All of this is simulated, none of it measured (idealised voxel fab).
Process module, titled voxel wiring stack
The cross-section on display is named cut; it measures 255 nm wide, and its cells are 5 nm squares.
Cross-sections here: square-cell grids, written as top-down lists of bands, a band being one or more rows of cells. Read a band's entry like this: the first values are the height of its top and the height of its bottom in nm, and what follows is the sequence of materials from left to right, each with its width in nm. Note that "blank" is empty space, and that a single material marked "throughout" reaches across the band from edge to edge. All heights in this document are referenced to 0, defined as the level beneath which the wafer, as received, consists entirely of one material. The lowest band is not bounded below; it extends indefinitely downward and is written in the form "from 0 down". Width "30..40": first value at the band's top row of cells, second value at its bottom row, equal change from row to row. Where a step carries "no change", the cross-section came out of it unchanged, cell for cell. The entry "Closed void listing" lists the empty spaces that cover at least 8 cells and have no open path to the top. Each is written as width x height at distance, where the distance is measured from the left edge and all three values are in nm. Anything after a step's settings on that line? It's the simulator's own note about the step. overlay nm: mask right of planned place by this much (step with mask). Neg. = left.

Here's what the planned process steps look like:
1,RECEIVE, material Si
2,CONFORMAL_DEP, material SiO2, thk nm 15
3,CONFORMAL_DEP, material SiN, thk nm 5
4,DIRECTIONAL_DEP, material lowk, thk nm 15
5,DIRECTIONAL_DEP, material aC, thk nm 10
6,PATTERN, tone open, mask id METAL_1, material resist, width nm 20, pitch nm 35, thk nm 25, overlay nm 0
7,DIRECTIONAL_ETCH, etch materials aC, depth nm 10
8,STRIP, etch materials resist
9,DIRECTIONAL_ETCH, etch materials lowk, depth nm 15
10,DIRECTIONAL_ETCH, etch materials SiN, depth nm 5
11,STRIP, etch materials aC
12,CONFORMAL_DEP, material TiN, thk nm 5
13,FILL_DEP, material Cu, thk nm 10
14,CMP, height nm 35
15,CONFORMAL_DEP, material SiCN, thk nm 5
16,DIRECTIONAL_DEP, material lowk, thk nm 30
17,PATTERN, tone open, mask id METAL_2_HOLES, material resist, width nm 15, pitch nm 70, thk nm 15, overlay nm 0
18,DIRECTIONAL_ETCH, etch materials lowk, depth nm 30
19,STRIP, etch materials resist
20,MASKED_ETCH, tone open, mask id METAL_2, width nm 20, pitch nm 35, etch materials lowk, depth nm 20, overlay nm 0
21,MASKED_ETCH, tone open, mask id METAL_2, width nm 20, pitch nm 35, etch materials SiCN, depth nm 5, overlay nm 0
22,CONFORMAL_DEP, material TiN, thk nm 5
23,FILL_DEP, material Cu, thk nm 5
24,CMP, height nm 70
25,CONFORMAL_DEP, material SiN, thk nm 5

Step 1 complete: cross-section of the wafer as received:
from 0 down = Si throughout
Closed void listing: none

Here's the cross-section of the first of our two wafers at the end of the module - it ran as planned:
from 75 to 70 = SiN throughout
from 70 to 55 = lowk 65 nm / TiN 5 nm / Cu 10 nm / TiN 5 nm / lowk 15 nm / TiN 5 nm / Cu 10 nm / TiN 5 nm / lowk 15 nm / TiN 5 nm / Cu 10 nm / TiN 5 nm / lowk 15 nm / TiN 5 nm / Cu 10 nm / TiN 5 nm / lowk 65 nm
from 55 to 50 = lowk 65 nm / TiN 5 nm / Cu 5 nm / TiN 10 nm / lowk 15 nm / TiN 20 nm / lowk 15 nm / TiN 5 nm / Cu 5 nm / TiN 10 nm / lowk 15 nm / TiN 20 nm / lowk 65 nm
from 50 to 40 = lowk 65 nm / TiN 5 nm / Cu 5 nm / TiN 5 nm / lowk 55 nm / TiN 5 nm / Cu 5 nm / TiN 5 nm / lowk 105 nm
from 40 to 35 = SiCN 65 nm / TiN 15 nm / SiCN 55 nm / TiN 15 nm / SiCN 105 nm
from 35 to 20 = lowk 65 nm / TiN 5 nm / Cu 10 nm / TiN 5 nm / lowk 15 nm / TiN 5 nm / Cu 10 nm / TiN 5 nm / lowk 15 nm / TiN 5 nm / Cu 10 nm / TiN 5 nm / lowk 15 nm / TiN 5 nm / Cu 10 nm / TiN 5 nm / lowk 65 nm
from 20 to 15 = SiN 65 nm / TiN 20 nm / SiN 15 nm / TiN 20 nm / SiN 15 nm / TiN 20 nm / SiN 15 nm / TiN 20 nm / SiN 65 nm
from 15 to 0 = SiO2 throughout
from 0 down = Si throughout
Closed void listing: none

Wafer two (of two), end-of-module cross-section: start = wafer one, plan = wafer one, one run mistake:
from 75 to 70 = SiN throughout
from 70 to 55 = lowk 65 nm / TiN 5 nm / Cu 5 nm / TiN 5 nm / lowk 55 nm / TiN 5 nm / Cu 5 nm / TiN 5 nm / lowk 105 nm
from 55 to 50 = lowk 65 nm / TiN 15 nm / lowk 55 nm / TiN 15 nm / lowk 105 nm
from 50 to 40 = lowk throughout
from 40 to 35 = SiCN throughout
from 35 to 20 = lowk 65 nm / TiN 5 nm / Cu 10 nm / TiN 5 nm / lowk 15 nm / TiN 5 nm / Cu 10 nm / TiN 5 nm / lowk 15 nm / TiN 5 nm / Cu 10 nm / TiN 5 nm / lowk 15 nm / TiN 5 nm / Cu 10 nm / TiN 5 nm / lowk 65 nm
from 20 to 15 = SiN 65 nm / TiN 20 nm / SiN 15 nm / TiN 20 nm / SiN 15 nm / TiN 20 nm / SiN 15 nm / TiN 20 nm / SiN 65 nm
from 15 to 0 = SiO2 throughout
from 0 down = Si throughout
Closed void listing: none
Deviation from plan: step 16 of the plan saw execution twice
at the end the second wafer has, in cells: Cu: 24 fewer | SiCN: 6 more | TiN: 34 fewer | lowk: 52 more
